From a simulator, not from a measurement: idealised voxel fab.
Process module heading - voxel self aligned vias
It is cross-section cut that appears here, measuring 280 nm in width, its square cells being 5 nm in size.
How to read a cross-section here: the picture is a grid of square cells, written as bands going from the top down, and any band can span one or more rows of cells.
Per band: top height and bottom height in nm, followed by the left-to-right materials and their widths in nm; "all across" marks a single material spanning edge to edge, "air" marks empty space.
Below 0: as-received wafer, all one material; heights counted from there. Lowest band: no bottom, goes on down, written "0 down".
Width: "30 to 40" (first number = top row, second number = bottom row, same change from row to row of cells).
Step marked "nothing got changed"? Then no cell in the cross-section changed in it.
For the entry "Fully sealed cavities", the listed items are empty spaces with no open way to the top whose size is 8 cells or more; each item follows the pattern width x height at distance, where distance is from the left edge and all three are in nm.
Read whatever lies past the settings on a step's line as the simulator's own remark about the step.
"overlay nm", when on a step's line for a step with a mask, measures how far to the right of its planned place the mask lay; a negative measure means to the left.

STEPS PLANNED FOR THE PROCESS
1: RECEIVE (material Si)
2: CONFORMAL_DEP (material SiO2; thk nm 10)
3: CONFORMAL_DEP (material SiCN; thk nm 5)
4: DIRECTIONAL_DEP (material lowk; thk nm 30)
5: DIRECTIONAL_DEP (material aC; thk nm 15)
6: PATTERN (tone open; mask id LINES; material resist; width nm 30; pitch nm 65; thk nm 35; overlay nm 0)
7: DIRECTIONAL_ETCH (etch materials aC; depth nm 15)
8: STRIP (etch materials resist)
9: DIRECTIONAL_ETCH (etch materials lowk; depth nm 30)
10: STRIP (etch materials aC)
11: CONFORMAL_DEP (material TiN; thk nm 5)
12: FILL_DEP (material W; thk nm 10)
13: CMP (height nm 45)
14: SELECTIVE_ETCH (etch materials W Ru TiN; depth nm 10)
15: FILL_DEP (material SiN; thk nm 5)
16: CMP (height nm 45)
17: DIRECTIONAL_DEP (material lowk; thk nm 20)
18: MASKED_ETCH (tone open; mask id VIAS; width nm 50; pitch nm 65; etch materials lowk; depth nm 20; overlay nm 0)
19: MASKED_ETCH (tone open; mask id VIAS; width nm 50; pitch nm 65; etch materials SiN; depth nm 10; overlay nm 0)
20: CONFORMAL_DEP (material TiN; thk nm 5)
21: FILL_DEP (material Ru; thk nm 10)
22: CMP (height nm 65)
23: CONFORMAL_DEP (material SiN; thk nm 5)

CROSS-SECTION OF THE WAFER AT RECEIPT, WHICH IS THE CONDITION AFTER STEP 1
- 0 down  Si all across
- Fully sealed cavities: none

MODULE COMPLETE, CROSS-SECTION. STARTING POINT AND PLAN PER ABOVE. ONE MISTAKE MADE IN RUNNING THE MODULE
- 70 to 65  SiN all across
- 65 to 50  Ru 45 nm / TiN 5 nm / lowk 50 nm / TiN 5 nm / Ru 5 nm / TiN 5 nm / lowk 50 nm / TiN 5 nm / Ru 5 nm / TiN 5 nm / lowk 50 nm / TiN 5 nm / Ru 45 nm
- 50 to 45  TiN 50 nm / lowk 50 nm / TiN 15 nm / lowk 50 nm / TiN 15 nm / lowk 50 nm / TiN 50 nm
- 45 to 35  lowk 60 nm / SiN 30 nm / lowk 35 nm / SiN 30 nm / lowk 35 nm / SiN 30 nm / lowk 60 nm
- 35 to 20  lowk 60 nm / TiN 5 nm / W 20 nm / TiN 5 nm / lowk 35 nm / TiN 5 nm / W 20 nm / TiN 5 nm / lowk 35 nm / TiN 5 nm / W 20 nm / TiN 5 nm / lowk 60 nm
- 20 to 15  lowk 60 nm / TiN 30 nm / lowk 35 nm / TiN 30 nm / lowk 35 nm / TiN 30 nm / lowk 60 nm
- 15 to 10  SiCN all across
- 10 to 0  SiO2 all across
- 0 down  Si all across
- Fully sealed cavities: none
What went wrong in running the wafer? rather than as planned, step 18 actually ran as MASKED_ETCH (tone cover; mask id VIAS; width nm 50; pitch nm 65; etch materials lowk; depth nm 20; overlay nm 0)
